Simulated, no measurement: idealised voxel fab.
The process module presented herein is designated voxel capacitor over wiring.
Section cut is 275 nm wide and gridded with 5 nm square cells.
Cross-sections here: square-cell grids, written as top-down lists of bands, a band being one or more rows of cells.
Per band: top height and bottom height in nm, followed by the left-to-right materials and their widths in nm; "all across" marks a single material spanning edge to edge, "blank" marks empty space.
Heights from 0 (as-received wafer is one material below). Bottom band endless downward, as "0 -> down".
Graded width ("30 to 40"): value in top row of band = first number; value in bottom row = second number; row-to-row change constant.
What does "stayed the same" mean for a step? It means no cell of the cross-section changed in that step.
The list in "Enclosed void inventory" covers empty spaces of 8 cells or more that cannot reach the top through any open way, and it gives each as width x height at distance; the distance is from the left edge, and width, height and distance are in nm.
It should be noted that, on the line of a given step, the content following the step's settings is a remark produced by the simulator itself with respect to that step.
For masked steps, "overlay nm" on the step line gives how far right of plan the mask actually lay; a minus sign means it lay to the left.

-- This section lists the process steps that were planned
1 RECEIVE, material Si
2 CONFORMAL_DEP, material SiO2, thk nm 15
3 DIRECTIONAL_DEP, material TiN, thk nm 5
4 DIRECTIONAL_DEP, material W, thk nm 20
5 MASKED_ETCH, tone cover, mask id METAL_1, width nm 30, pitch nm 95, etch materials W, depth nm 20, overlay nm 0
6 MASKED_ETCH, tone cover, mask id METAL_1, width nm 30, pitch nm 95, etch materials TiN, depth nm 5, overlay nm 0
7 CONFORMAL_DEP, material SiCN, thk nm 5
8 FILL_DEP, material lowk, thk nm 10
9 CMP, height nm 40
10 CONFORMAL_DEP, material SiCN, thk nm 5
11 DIRECTIONAL_DEP, material SiO2, thk nm 15
12 PATTERN, tone open, mask id PLUG_1, material resist, width nm 15, thk nm 20, overlay nm 0
13 DIRECTIONAL_ETCH, etch materials SiO2, depth nm 15
14 DIRECTIONAL_ETCH, etch materials SiCN, depth nm 5
15 STRIP, etch materials resist
16 CONFORMAL_DEP, material TiN, thk nm 5
17 FILL_DEP, material Cu, thk nm 5
18 CMP, height nm 60
19 DIRECTIONAL_DEP, material TiN, thk nm 5
20 DIRECTIONAL_DEP, material Al2O3, thk nm 5
21 DIRECTIONAL_DEP, material TiN, thk nm 10
22 DIRECTIONAL_DEP, material aC, thk nm 10
23 PATTERN, tone cover, mask id UPPER_PLATE, material resist, width nm 70, thk nm 30, overlay nm 0
24 DIRECTIONAL_ETCH, etch materials aC, depth nm 10
25 STRIP, etch materials resist
26 DIRECTIONAL_ETCH, etch materials TiN, depth nm 10
27 DIRECTIONAL_ETCH, etch materials Al2O3, depth nm 5
28 STRIP, etch materials aC
29 MASKED_ETCH, tone cover, mask id LOWER_PLATE, width nm 80, etch materials TiN, depth nm 5, overlay nm 0
30 FILL_DEP, material SiO2, thk nm 20
31 CMP, height nm 95
32 DIRECTIONAL_DEP, material aC, thk nm 10
33 PATTERN, tone open, mask id PLUG_2, material resist, width nm 15, thk nm 30, overlay nm 0
34 DIRECTIONAL_ETCH, etch materials aC, depth nm 10
35 STRIP, etch materials resist
36 DIRECTIONAL_ETCH, etch materials SiO2, depth nm 15
37 STRIP, etch materials aC
38 CONFORMAL_DEP, material TiN, thk nm 5
39 FILL_DEP, material Ru, thk nm 5
40 CMP, height nm 95
41 CONFORMAL_DEP, material SiCN, thk nm 5

-- The first of a set of two wafers, run to plan

-- Cross-section of the incoming wafer, state after step 1
  0 -> down  Si all across
  Enclosed void inventory: none

-- So this is the wafer cross-section right after step 2
  15 -> 0  SiO2 all across
  Unchanged below 0.

-- So this is the wafer cross-section right after step 3
  20 -> 15  TiN all across
  Unchanged below 15.

-- So this is the wafer cross-section right after step 4
  40 -> 20  W all across
  Unchanged below 20.

-- So this is the wafer cross-section right after step 5
  40 -> 20  75 blank, 30 W, 65 blank, 30 W, 75 blank
  Unchanged below 20.

-- So this is the wafer cross-section right after step 6
  40 -> 20  75 blank, 30 W, 65 blank, 30 W, 75 blank
  20 -> 15  75 blank, 30 TiN, 65 blank, 30 TiN, 75 blank
  Unchanged below 15.

-- So this is the wafer cross-section right after step 7
  45 -> 40  70 blank, 40 SiCN, 55 blank, 40 SiCN, 70 blank
  40 -> 20  70 blank, 5 SiCN, 30 W, 5 SiCN, 55 blank, 5 SiCN, 30 W, 5 SiCN, 70 blank
  20 -> 15  75 SiCN, 30 TiN, 65 SiCN, 30 TiN, 75 SiCN
  Unchanged below 15.

-- So this is the wafer cross-section right after step 8
  55 -> 45  lowk all across
  45 -> 40  70 lowk, 40 SiCN, 55 lowk, 40 SiCN, 70 lowk
  40 -> 20  70 lowk, 5 SiCN, 30 W, 5 SiCN, 55 lowk, 5 SiCN, 30 W, 5 SiCN, 70 lowk
  Unchanged below 20.

-- So this is the wafer cross-section right after step 9
  40 -> 20  70 lowk, 5 SiCN, 30 W, 5 SiCN, 55 lowk, 5 SiCN, 30 W, 5 SiCN, 70 lowk
  Unchanged below 20.

-- So this is the wafer cross-section right after step 10
  45 -> 40  SiCN all across
  Unchanged below 40.

-- So this is the wafer cross-section right after step 11
  60 -> 45  SiO2 all across
  Unchanged below 45.

-- So this is the wafer cross-section right after step 12
  80 -> 60  90 resist, 15 blank, 170 resist
  Unchanged below 60.

-- So this is the wafer cross-section right after step 13
  80 -> 60  90 resist, 15 blank, 170 resist
  60 -> 45  90 SiO2, 15 blank, 170 SiO2
  Unchanged below 45.

-- So this is the wafer cross-section right after step 14
  80 -> 60  90 resist, 15 blank, 170 resist
  60 -> 45  90 SiO2, 15 blank, 170 SiO2
  45 -> 40  90 SiCN, 15 blank, 170 SiCN
  Unchanged below 40.

-- So this is the wafer cross-section right after step 15
  60 -> 45  90 SiO2, 15 blank, 170 SiO2
  Unchanged below 45.

-- So this is the wafer cross-section right after step 16
  65 -> 60  95 TiN, 5 blank, 175 TiN
  60 -> 45  90 SiO2, 5 TiN, 5 blank, 5 TiN, 170 SiO2
  45 -> 40  90 SiCN, 15 TiN, 170 SiCN
  Unchanged below 40.

-- So this is the wafer cross-section right after step 17
  70 -> 65  Cu all across
  65 -> 60  95 TiN, 5 Cu, 175 TiN
  60 -> 45  90 SiO2, 5 TiN, 5 Cu, 5 TiN, 170 SiO2
  Unchanged below 45.

-- So this is the wafer cross-section right after step 18
  60 -> 45  90 SiO2, 5 TiN, 5 Cu, 5 TiN, 170 SiO2
  Unchanged below 45.

-- So this is the wafer cross-section right after step 19
  65 -> 60  TiN all across
  Unchanged below 60.

-- So this is the wafer cross-section right after step 20
  70 -> 65  Al2O3 all across
  Unchanged below 65.

-- So this is the wafer cross-section right after step 21
  80 -> 70  TiN all across
  Unchanged below 70.

-- So this is the wafer cross-section right after step 22
  90 -> 80  aC all across
  Unchanged below 80.

-- So this is the wafer cross-section right after step 23
  120 -> 90  90 blank, 70 resist, 115 blank
  Unchanged below 90.

-- So this is the wafer cross-section right after step 24
  110 -> 90  90 blank, 70 resist, 115 blank
  90 -> 80  90 blank, 70 aC, 115 blank
  Unchanged below 80.

-- So this is the wafer cross-section right after step 25
  90 -> 80  90 blank, 70 aC, 115 blank
  Unchanged below 80.

-- So this is the wafer cross-section right after step 26
  90 -> 80  90 blank, 70 aC, 115 blank
  80 -> 70  90 blank, 70 TiN, 115 blank
  Unchanged below 70.

-- So this is the wafer cross-section right after step 27
  90 -> 80  90 blank, 70 aC, 115 blank
  80 -> 70  90 blank, 70 TiN, 115 blank
  70 -> 65  90 blank, 70 Al2O3, 115 blank
  Unchanged below 65.

-- So this is the wafer cross-section right after step 28
  80 -> 70  90 blank, 70 TiN, 115 blank
  Unchanged below 70.

-- So this is the wafer cross-section right after step 29
  80 -> 70  90 blank, 70 TiN, 115 blank
  70 -> 65  90 blank, 70 Al2O3, 115 blank
  65 -> 60  85 blank, 80 TiN, 110 blank
  Unchanged below 60.

-- So this is the wafer cross-section right after step 30
  100 -> 80  SiO2 all across
  80 -> 70  90 SiO2, 70 TiN, 115 SiO2
  70 -> 65  90 SiO2, 70 Al2O3, 115 SiO2
  65 -> 60  85 SiO2, 80 TiN, 110 SiO2
  Unchanged below 60.

-- So this is the wafer cross-section right after step 31
  95 -> 80  SiO2 all across
  Unchanged below 80.

-- So this is the wafer cross-section right after step 32
  105 -> 95  aC all across
  Unchanged below 95.

-- So this is the wafer cross-section right after step 33
  135 -> 105  100 resist, 15 blank, 160 resist
  Unchanged below 105.

-- So this is the wafer cross-section right after step 34
  125 -> 105  100 resist, 15 blank, 160 resist
  105 -> 95  100 aC, 15 blank, 160 aC
  Unchanged below 95.

-- So this is the wafer cross-section right after step 35
  105 -> 95  100 aC, 15 blank, 160 aC
  Unchanged below 95.

-- So this is the wafer cross-section right after step 36
  105 -> 95  100 aC, 15 blank, 160 aC
  95 -> 80  100 SiO2, 15 blank, 160 SiO2
  Unchanged below 80.

-- So this is the wafer cross-section right after step 37
  95 -> 80  100 SiO2, 15 blank, 160 SiO2
  Unchanged below 80.

-- So this is the wafer cross-section right after step 38
  100 -> 95  105 TiN, 5 blank, 165 TiN
  95 -> 85  100 SiO2, 5 TiN, 5 blank, 5 TiN, 160 SiO2
  85 -> 80  100 SiO2, 15 TiN, 160 SiO2
  Unchanged below 80.

-- So this is the wafer cross-section right after step 39
  105 -> 100  Ru all across
  100 -> 95  105 TiN, 5 Ru, 165 TiN
  95 -> 85  100 SiO2, 5 TiN, 5 Ru, 5 TiN, 160 SiO2
  Unchanged below 85.

-- So this is the wafer cross-section right after step 40
  95 -> 85  100 SiO2, 5 TiN, 5 Ru, 5 TiN, 160 SiO2
  Unchanged below 85.

-- So this is the wafer cross-section right after step 41
  100 -> 95  SiCN all across
  Unchanged below 95.

-- Wafer two. Same start, same plan, one slip in execution. Same as wafer one through step 9, inclusive

-- Here is the second wafer in cross-section at the point where step 10 of the plan should have been done
  55 -> 40  SiO2 all across
  Unchanged below 40.

-- Here is the second wafer in cross-section at the point where step 11 of the plan should have been done
  60 -> 55  SiCN all across
  Unchanged below 55.

-- Here is the second wafer in cross-section at the point where step 12 of the plan should have been done
  80 -> 60  90 resist, 15 blank, 170 resist
  Unchanged below 60.

Here is the second wafer in cross-section at the point where step 13 of the plan should have been done: stayed the same

-- Here is the second wafer in cross-section at the point where step 14 of the plan should have been done
  80 -> 60  90 resist, 15 blank, 170 resist
  60 -> 55  90 SiCN, 15 blank, 170 SiCN
  Unchanged below 55.

-- Here is the second wafer in cross-section at the point where step 15 of the plan should have been done
  60 -> 55  90 SiCN, 15 blank, 170 SiCN
  Unchanged below 55.

-- Here is the second wafer in cross-section at the point where step 16 of the plan should have been done
  65 -> 60  95 TiN, 5 blank, 175 TiN
  60 -> 55  90 SiCN, 15 TiN, 170 SiCN
  Unchanged below 55.

-- Here is the second wafer in cross-section at the point where step 17 of the plan should have been done
  70 -> 65  Cu all across
  65 -> 60  95 TiN, 5 Cu, 175 TiN
  Unchanged below 60.

-- Here is the second wafer in cross-section at the point where step 18 of the plan should have been done
  60 -> 55  90 SiCN, 15 TiN, 170 SiCN
  Unchanged below 55.

-- Here is the second wafer in cross-section at the point where step 19 of the plan should have been done
  65 -> 60  TiN all across
  Unchanged below 60.

-- Here is the second wafer in cross-section at the point where step 20 of the plan should have been done
  70 -> 65  Al2O3 all across
  Unchanged below 65.

-- Here is the second wafer in cross-section at the point where step 21 of the plan should have been done
  80 -> 70  TiN all across
  Unchanged below 70.

-- Here is the second wafer in cross-section at the point where step 22 of the plan should have been done
  90 -> 80  aC all across
  Unchanged below 80.

-- Here is the second wafer in cross-section at the point where step 23 of the plan should have been done
  120 -> 90  90 blank, 70 resist, 115 blank
  Unchanged below 90.

-- Here is the second wafer in cross-section at the point where step 24 of the plan should have been done
  110 -> 90  90 blank, 70 resist, 115 blank
  90 -> 80  90 blank, 70 aC, 115 blank
  Unchanged below 80.

-- Here is the second wafer in cross-section at the point where step 25 of the plan should have been done
  90 -> 80  90 blank, 70 aC, 115 blank
  Unchanged below 80.

-- Here is the second wafer in cross-section at the point where step 26 of the plan should have been done
  90 -> 80  90 blank, 70 aC, 115 blank
  80 -> 70  90 blank, 70 TiN, 115 blank
  Unchanged below 70.

-- Here is the second wafer in cross-section at the point where step 27 of the plan should have been done
  90 -> 80  90 blank, 70 aC, 115 blank
  80 -> 70  90 blank, 70 TiN, 115 blank
  70 -> 65  90 blank, 70 Al2O3, 115 blank
  Unchanged below 65.

-- Here is the second wafer in cross-section at the point where step 28 of the plan should have been done
  80 -> 70  90 blank, 70 TiN, 115 blank
  Unchanged below 70.

-- Here is the second wafer in cross-section at the point where step 29 of the plan should have been done
  80 -> 70  90 blank, 70 TiN, 115 blank
  70 -> 65  90 blank, 70 Al2O3, 115 blank
  65 -> 60  85 blank, 80 TiN, 110 blank
  Unchanged below 60.

-- Here is the second wafer in cross-section at the point where step 30 of the plan should have been done
  100 -> 80  SiO2 all across
  80 -> 70  90 SiO2, 70 TiN, 115 SiO2
  70 -> 65  90 SiO2, 70 Al2O3, 115 SiO2
  65 -> 60  85 SiO2, 80 TiN, 110 SiO2
  Unchanged below 60.

-- Here is the second wafer in cross-section at the point where step 31 of the plan should have been done
  95 -> 80  SiO2 all across
  Unchanged below 80.

-- Here is the second wafer in cross-section at the point where step 32 of the plan should have been done
  105 -> 95  aC all across
  Unchanged below 95.

-- Here is the second wafer in cross-section at the point where step 33 of the plan should have been done
  135 -> 105  100 resist, 15 blank, 160 resist
  Unchanged below 105.

-- Here is the second wafer in cross-section at the point where step 34 of the plan should have been done
  125 -> 105  100 resist, 15 blank, 160 resist
  105 -> 95  100 aC, 15 blank, 160 aC
  Unchanged below 95.

-- Here is the second wafer in cross-section at the point where step 35 of the plan should have been done
  105 -> 95  100 aC, 15 blank, 160 aC
  Unchanged below 95.

-- Here is the second wafer in cross-section at the point where step 36 of the plan should have been done
  105 -> 95  100 aC, 15 blank, 160 aC
  95 -> 80  100 SiO2, 15 blank, 160 SiO2
  Unchanged below 80.

-- Here is the second wafer in cross-section at the point where step 37 of the plan should have been done
  95 -> 80  100 SiO2, 15 blank, 160 SiO2
  Unchanged below 80.

-- Here is the second wafer in cross-section at the point where step 38 of the plan should have been done
  100 -> 95  105 TiN, 5 blank, 165 TiN
  95 -> 85  100 SiO2, 5 TiN, 5 blank, 5 TiN, 160 SiO2
  85 -> 80  100 SiO2, 15 TiN, 160 SiO2
  Unchanged below 80.

-- Here is the second wafer in cross-section at the point where step 39 of the plan should have been done
  105 -> 100  Ru all across
  100 -> 95  105 TiN, 5 Ru, 165 TiN
  95 -> 85  100 SiO2, 5 TiN, 5 Ru, 5 TiN, 160 SiO2
  Unchanged below 85.

-- Here is the second wafer in cross-section at the point where step 40 of the plan should have been done
  95 -> 85  100 SiO2, 5 TiN, 5 Ru, 5 TiN, 160 SiO2
  Unchanged below 85.

-- Here is the second wafer in cross-section at the point where step 41 of the plan should have been done
  100 -> 95  SiCN all across
  Unchanged below 95.
Which mistake was made when the wafer was run? steps 10 and 11 were swapped
Final cells, second wafer relative to first, materials higher or lower: Cu -3 | SiO2 +9 | TiN -6
